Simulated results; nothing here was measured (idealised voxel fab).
The process module presented herein is designated voxel transistor to metal.
In the cross-section labelled cut, the width is 210 nm and each square cell is 5 nm.
Heads up, the way a cross-section reads in here is a grid of square cells, handed over as bands from the top down, with every band being one or more rows of cells.
Per band: top height and bottom height in nm, followed by the left-to-right materials and their widths in nm; "throughout" marks a single material spanning edge to edge, "empty" marks empty space.
Beneath 0, the wafer as received is one material, and that level is where height counting begins. The lowest band goes on downward without a bottom; it is written like "0..down".
Read "30->40" as a graded width: first number on top, second number at the bottom, same change between each pair of neighbouring rows.
No cell of the cross-section changed in a step that is given as "everything unchanged".
Heads up: "Listed closed voids" only lists the empty pockets with no open path to the top that are 8 cells or more, and it writes them as width x height at distance, distance from the left edge, in nm.
Past the settings on a step's line: simulator remark, on that step.
"overlay nm" denotes, for a step that has a mask, the displacement of the mask to the right of its planned place, with negative values corresponding to the left.

Plan:
- 1: RECEIVE,material Si
- 2: OXIDIZE,depth nm 5
- 3: CONFORMAL_DEP,material SiN,thk nm 10
- 4: PATTERN,tone cover,mask id ACTIVE,material resist,width nm 95,thk nm 15,overlay nm 0
- 5: DIRECTIONAL_ETCH,etch materials SiN,depth nm 10
- 6: DIRECTIONAL_ETCH,etch materials SiO2,depth nm 5
- 7: DIRECTIONAL_ETCH,etch materials Si,depth nm 35
- 8: STRIP,etch materials resist
- 9: OXIDIZE,depth nm 5
- 10: FILL_DEP,material SiO2,thk nm 5
- 11: CMP,height nm 10
- 12: SELECTIVE_ETCH,etch materials SiO2,depth nm 10
- 13: STRIP,etch materials SiN
- 14: SELECTIVE_ETCH,etch materials SiO2,depth nm 5
- 15: OXIDIZE,depth nm 5
- 16: DIRECTIONAL_DEP,material polySi,thk nm 25
- 17: DIRECTIONAL_DEP,material SiCN,thk nm 5
- 18: MASKED_ETCH,tone cover,mask id GATE,width nm 15,etch materials SiCN,depth nm 20,overlay nm 0
- 19: MASKED_ETCH,tone cover,mask id GATE,width nm 15,etch materials polySi,depth nm 35,overlay nm 0
- 20: CONFORMAL_DEP,material SiN,thk nm 10
- 21: DIRECTIONAL_ETCH,etch materials SiN,depth nm 10
- 22: DIRECTIONAL_ETCH,etch materials SiO2,depth nm 5
- 23: DIRECTIONAL_ETCH,etch materials Si,depth nm 10
- 24: EPI,material nSi,thk nm 15
- 25: FILL_DEP,material SiO2,thk nm 5
- 26: CMP,height nm 30
- 27: DIRECTIONAL_DEP,material SiO2,thk nm 15
- 28: MASKED_ETCH,tone open,mask id CONTACT,width nm 15,pitch nm 60,etch materials SiO2,depth nm 50,overlay nm 0
- 29: CONFORMAL_DEP,material TiN,thk nm 5
- 30: FILL_DEP,material W,thk nm 10
- 31: CMP,height nm 45
- 32: DIRECTIONAL_DEP,material TiN,thk nm 5
- 33: DIRECTIONAL_DEP,material W,thk nm 25
- 34: PATTERN,tone cover,mask id METAL_1,material resist,width nm 15,pitch nm 60,thk nm 15,overlay nm 0
- 35: DIRECTIONAL_ETCH,etch materials W,depth nm 25
- 36: DIRECTIONAL_ETCH,etch materials TiN,depth nm 5
- 37: STRIP,etch materials resist
- 38: FILL_DEP,material lowk,thk nm 10
- 39: CMP,height nm 75
- 40: CONFORMAL_DEP,material SiN,thk nm 5
Every wafer here starts from the same state; it is the step 17 thk nm that distinguishes them, and the value the plan gives belongs to the first wafer.

As received, i.e. after step 1: cross-section through the first of several wafers:
* 0..down: Si throughout
* Listed closed voids: none

Note: the following table is arranged by wafer, a row apiece. Each row reports the end-of-module state: per material, cells gained (+) or cells lost (-) compared with the wafer as received; closed voids follow:
thk nm 5; -279 Si; +3 SiCN; +66 SiN; +519 SiO2; +44 TiN; +44 W; +216 lowk; +44 nSi; +15 polySi; Listed closed voids: none
thk nm 10; -279 Si; +6 SiCN; +70 SiN; +512 SiO2; +44 TiN; +44 W; +216 lowk; +44 nSi; +15 polySi; Listed closed voids: none
thk nm 15; -279 Si; +6 SiCN; +70 SiN; +512 SiO2; +44 TiN; +44 W; +216 lowk; +44 nSi; +15 polySi; Listed closed voids: none
thk nm 20; -279 Si; +6 SiCN; +70 SiN; +512 SiO2; +44 TiN; +44 W; +216 lowk; +44 nSi; +15 polySi; Listed closed voids: none
thk nm 25; -259 Si; +45 SiCN; +46 SiN; +354 SiO2; +24 TiN; +36 W; +216 lowk; +210 polySi; Listed closed voids: none
